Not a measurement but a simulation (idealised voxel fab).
This is a process module. Its name is voxel transistor to metal.
Shown is cross-section cut, with a width of 195 nm and square cells of size 5 nm.
For the purposes of this document, a cross-section shall be understood as a grid of square cells, specified as bands listed in top-to-bottom order, each band consisting of one or more rows of cells. Within each band entry, the heights of the top and of the bottom of the band appear first, in that order and in nm; the materials of the band then follow from left to right, each with its corresponding width in nm. The designation "everywhere" on a single material indicates that it fills the band from edge to edge; the designation "air" indicates empty space. The level at which height equals 0 is the one under which the wafer, as it arrives, is entirely one material. No lower edge exists for the bottom band, which continues downward and is notated as in "0..down". You'd read "30->40" like this: the band's top row of cells is as wide as the first number, its bottom row is as wide as the second, and going down, every row changes width by the same amount as the row before did. You'll sometimes find "identical to before" written for a step, and that's the way of saying that nowhere in the cross-section did a cell change during that step. Any empty space of 8 cells or more lacking an open way to the top shows up in "Closed cavity list" as width x height at distance, distance from the left edge, in nm. It should be noted that, on the line of a given step, the content following the step's settings is a remark produced by the simulator itself with respect to that step. The optional step-line setting "overlay nm" applies to steps with a mask and quantifies how far to the right of its planned location the mask lay, a negative value indicating leftward placement.

SET OUT BELOW ARE THE PLANNED STEPS OF THE PROCESS
step 1: RECEIVE, material Si
step 2: OXIDIZE, depth nm 5
step 3: CONFORMAL_DEP, material SiN, thk nm 10
step 4: DIRECTIONAL_DEP, material aC, thk nm 10
step 5: PATTERN, tone cover, mask id ACTIVE, material resist, width nm 115, thk nm 30, overlay nm 0
step 6: DIRECTIONAL_ETCH, etch materials aC, depth nm 10
step 7: STRIP, etch materials resist
step 8: DIRECTIONAL_ETCH, etch materials SiN, depth nm 10
step 9: DIRECTIONAL_ETCH, etch materials SiO2, depth nm 5
step 10: DIRECTIONAL_ETCH, etch materials Si, depth nm 20
step 11: STRIP, etch materials aC
step 12: OXIDIZE, depth nm 5
step 13: FILL_DEP, material SiO2, thk nm 5
step 14: CMP, height nm 10
step 15: SELECTIVE_ETCH, etch materials SiO2, depth nm 10
step 16: STRIP, etch materials SiN
step 17: SELECTIVE_ETCH, etch materials SiO2, depth nm 5
step 18: OXIDIZE, depth nm 5
step 19: DIRECTIONAL_DEP, material polySi, thk nm 30
step 20: DIRECTIONAL_DEP, material SiCN, thk nm 15
step 21: PATTERN, tone cover, mask id GATE, material resist, width nm 25, thk nm 20, overlay nm 0
step 22: DIRECTIONAL_ETCH, etch materials SiCN, depth nm 25
step 23: DIRECTIONAL_ETCH, etch materials polySi, depth nm 40
step 24: STRIP, etch materials resist
step 25: CONFORMAL_DEP, material SiO2, thk nm 5
step 26: DIRECTIONAL_ETCH, etch materials SiO2, depth nm 5
step 27: CONFORMAL_DEP, material SiN, thk nm 5
step 28: DIRECTIONAL_ETCH, etch materials SiN, depth nm 5
step 29: DIRECTIONAL_ETCH, etch materials SiO2, depth nm 5
step 30: DIRECTIONAL_ETCH, etch materials Si, depth nm 10
step 31: EPI, material nSi, thk nm 10
step 32: FILL_DEP, material SiO2, thk nm 10
step 33: CMP, height nm 25
step 34: STRIP, etch materials polySi
step 35: SELECTIVE_ETCH, etch materials SiO2, depth nm 5
step 36: CONFORMAL_DEP, material HfO2, thk nm 5
step 37: CONFORMAL_DEP, material TiN, thk nm 5
step 38: FILL_DEP, material W, thk nm 10
step 39: CMP, height nm 20
step 40: DIRECTIONAL_DEP, material SiO2, thk nm 10
step 41: MASKED_ETCH, tone open, mask id CONTACT, width nm 20, pitch nm 85, etch materials SiO2, depth nm 40, overlay nm 0
step 42: CONFORMAL_DEP, material TiN, thk nm 5
step 43: FILL_DEP, material W, thk nm 5
step 44: CMP, height nm 30
step 45: CONFORMAL_DEP, material SiN, thk nm 5
step 46: DIRECTIONAL_DEP, material SiO2, thk nm 20
step 47: MASKED_ETCH, tone open, mask id METAL_1, width nm 20, pitch nm 85, etch materials SiO2, depth nm 20, overlay nm 0
step 48: MASKED_ETCH, tone open, mask id METAL_1, width nm 20, pitch nm 85, etch materials SiN, depth nm 5, overlay nm 0
step 49: CONFORMAL_DEP, material TiN, thk nm 5
step 50: FILL_DEP, material W, thk nm 10
step 51: CMP, height nm 55
step 52: EPI, material Ru, thk nm 5
step 53: FILL_DEP, material SiCN, thk nm 5
step 54: DIRECTIONAL_DEP, material lowk, thk nm 30
step 55: DIRECTIONAL_DEP, material aC, thk nm 15
step 56: PATTERN, tone open, mask id METAL_2_HOLES, material resist, width nm 15, pitch nm 85, thk nm 30, overlay nm 0
step 57: DIRECTIONAL_ETCH, etch materials aC, depth nm 15
step 58: STRIP, etch materials resist
step 59: DIRECTIONAL_ETCH, etch materials lowk, depth nm 30
step 60: STRIP, etch materials aC
step 61: MASKED_ETCH, tone open, mask id METAL_2, width nm 20, pitch nm 85, etch materials lowk, depth nm 20, overlay nm 0
step 62: MASKED_ETCH, tone open, mask id METAL_2, width nm 20, pitch nm 85, etch materials SiCN, depth nm 5, overlay nm 0
step 63: CONFORMAL_DEP, material TiN, thk nm 5
step 64: FILL_DEP, material Cu, thk nm 10
step 65: CMP, height nm 95
step 66: CONFORMAL_DEP, material SiN, thk nm 5

SO THIS IS THE INCOMING WAFER IN CROSS-SECTION - IT'S ALREADY BEEN THROUGH STEP 1
    0..down | Si everywhere
    Closed cavity list: none

END-OF-MODULE CROSS-SECTION. STARTING STRUCTURE AND PROCESS PLAN AS ABOVE; ONE MISTAKE MADE IN RUNNING IT
    100..95 | SiN everywhere
    95..80 | lowk 45 nm  TiN 5 nm  Cu 5 nm  TiN 5 nm  lowk 70 nm  TiN 5 nm  Cu 5 nm  TiN 5 nm  lowk 50 nm
    80..75 | lowk 45 nm  TiN 15 nm  lowk 70 nm  TiN 15 nm  lowk 50 nm
    75..65 | lowk everywhere
    65..60 | SiCN everywhere
    60..55 | SiCN 40 nm  Ru 30 nm  SiCN 55 nm  Ru 30 nm  SiCN 40 nm
    55..35 | SiO2 45 nm  TiN 5 nm  W 10 nm  TiN 5 nm  SiO2 65 nm  TiN 5 nm  W 10 nm  TiN 5 nm  SiO2 45 nm
    35..30 | SiN 45 nm  TiN 20 nm  SiN 65 nm  TiN 20 nm  SiN 45 nm
    30..20 | SiO2 45 nm  TiN 5 nm  W 10 nm  TiN 5 nm  SiO2 65 nm  TiN 5 nm  W 10 nm  TiN 5 nm  SiO2 45 nm
    20..0 | SiO2 45 nm  TiN 5 nm  W 10 nm  TiN 5 nm  SiO2 10 nm  SiN 5 nm  HfO2 5 nm  TiN 5 nm  W 15 nm  TiN 5 nm  HfO2 5 nm  SiN 5 nm  SiO2 10 nm  TiN 5 nm  W 10 nm  TiN 5 nm  SiO2 45 nm
    0..-5 | SiO2 45 nm  TiN 5 nm  W 10 nm  TiN 5 nm  nSi 10 nm  SiN 5 nm  HfO2 5 nm  TiN 25 nm  HfO2 5 nm  SiN 5 nm  nSi 10 nm  TiN 5 nm  W 10 nm  TiN 5 nm  SiO2 45 nm
    -5..-10 | SiO2 45 nm  TiN 20 nm  nSi 10 nm  SiO2 5 nm  HfO2 35 nm  SiO2 5 nm  nSi 10 nm  TiN 20 nm  SiO2 45 nm
    -10..-20 | SiO2 45 nm  nSi 30 nm  Si 45 nm  nSi 30 nm  SiO2 45 nm
    -20..-30 | SiO2 45 nm  Si 105 nm  SiO2 45 nm
    -30..down | Si everywhere
    Closed cavity list: none
Heads up, the wafer didn't run the way we planned it: step 54 of the plan saw execution twice
